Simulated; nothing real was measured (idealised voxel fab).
Process module heading - voxel air gaps
Displayed cross-section: cut, width of 260 nm, square cells sized 5 nm.
A cross-section in this document is a grid of square cells, and it is written down as bands, the top band listed before the ones below it; a band is made up of one or more rows of cells. Top height, bottom height, nm. Materials left to right, width each, nm. Single material + "throughout" = fills band edge to edge. "blank" = empty. It should be noted that heights are counted from 0, beneath which the wafer as supplied is of one material throughout, and that the lowest band possesses no lower boundary but continues downward, as written in "0 and below". When a width is written as two numbers, as in "30..40", the first number is the width in the top row of cells of the band and the second is the width in its bottom row, and the width changes by the same amount from each row to the next. Reading "nothing was modified" for a step: not a cell of the cross-section changed in it. Empty spaces counting at least 8 cells and having no open way to the top are listed in "Closed internal cavities". The notation width x height at distance is used for each, the distance being from the left edge and all three values in nm. after a step's settings: what the simulator itself notes on the step. Steps that use a mask can have "overlay nm" on their line. It says how far the mask sat to the right of where it was meant to be. Negative means to the left.
THESE ARE THE STEPS WE PLANNED FOR THE PROCESS
step 1: RECEIVE [material Si]
step 2: CONFORMAL_DEP [material SiO2] [thk nm 10]
step 3: CONFORMAL_DEP [material SiCN] [thk nm 5]
step 4: DIRECTIONAL_DEP [material lowk] [thk nm 40]
step 5: DIRECTIONAL_DEP [material aC] [thk nm 15]
step 6: PATTERN [tone open] [mask id LINES] [material resist] [width nm 25] [pitch nm 50] [thk nm 35] [overlay nm 0]
step 7: DIRECTIONAL_ETCH [etch materials aC] [depth nm 15]
step 8: STRIP [etch materials resist]
step 9: DIRECTIONAL_ETCH [etch materials lowk] [depth nm 40]
step 10: STRIP [etch materials aC]
step 11: CONFORMAL_DEP [material TiN] [thk nm 5]
step 12: FILL_DEP [material W] [thk nm 5]
step 13: CMP [height nm 55]
step 14: EPI [material Ru] [thk nm 10]
step 15: SELECTIVE_ETCH [etch materials lowk] [depth nm 50]
step 16: CONFORMAL_DEP [material SiCN] [thk nm 5]
CROSS-SECTION OF THE WAFER AT RECEIPT, WHICH IS THE CONDITION AFTER STEP 1
* 0 and below: Si throughout
* Closed internal cavities: none
MODULE COMPLETE, CROSS-SECTION. STARTING POINT AND PLAN PER ABOVE. ONE MISTAKE MADE IN RUNNING THE MODULE
* 70 down to 65: blank 25 nm / SiCN 205 nm / blank 30 nm
* 65 down to 55: blank 25 nm / SiCN 5 nm / Ru 45 nm / SiCN 5 nm / Ru 45 nm / SiCN 5 nm / Ru 45 nm / SiCN 5 nm / Ru 45 nm / SiCN 5 nm / blank 30 nm
* 55 down to 50: blank 25 nm / SiCN 15 nm / TiN 5 nm / W 15 nm / TiN 5 nm / SiCN 25 nm / TiN 5 nm / W 15 nm / TiN 5 nm / SiCN 25 nm / TiN 5 nm / W 15 nm / TiN 5 nm / SiCN 25 nm / TiN 5 nm / W 15 nm / TiN 5 nm / SiCN 15 nm / blank 30 nm
* 50 down to 20: blank 35 nm / SiCN 5 nm / TiN 5 nm / W 15 nm / TiN 5 nm / SiCN 5 nm / blank 15 nm / SiCN 5 nm / TiN 5 nm / W 15 nm / TiN 5 nm / SiCN 5 nm / blank 15 nm / SiCN 5 nm / TiN 5 nm / W 15 nm / TiN 5 nm / SiCN 5 nm / blank 15 nm / SiCN 5 nm / TiN 5 nm / W 15 nm / TiN 5 nm / SiCN 5 nm / blank 40 nm
* 20 down to 15: SiCN 40 nm / TiN 25 nm / SiCN 25 nm / TiN 25 nm / SiCN 25 nm / TiN 25 nm / SiCN 25 nm / TiN 25 nm / SiCN 45 nm
* 15 down to 5: SiO2 throughout
* 5 down to 0: SiCN throughout
* 0 and below: Si throughout
* Closed internal cavities: 15 x 30 at 70; 15 x 30 at 120; 15 x 30 at 170
The mistake made against the process plan was this: transposition of steps 2 and 3 relative to the planned sequence
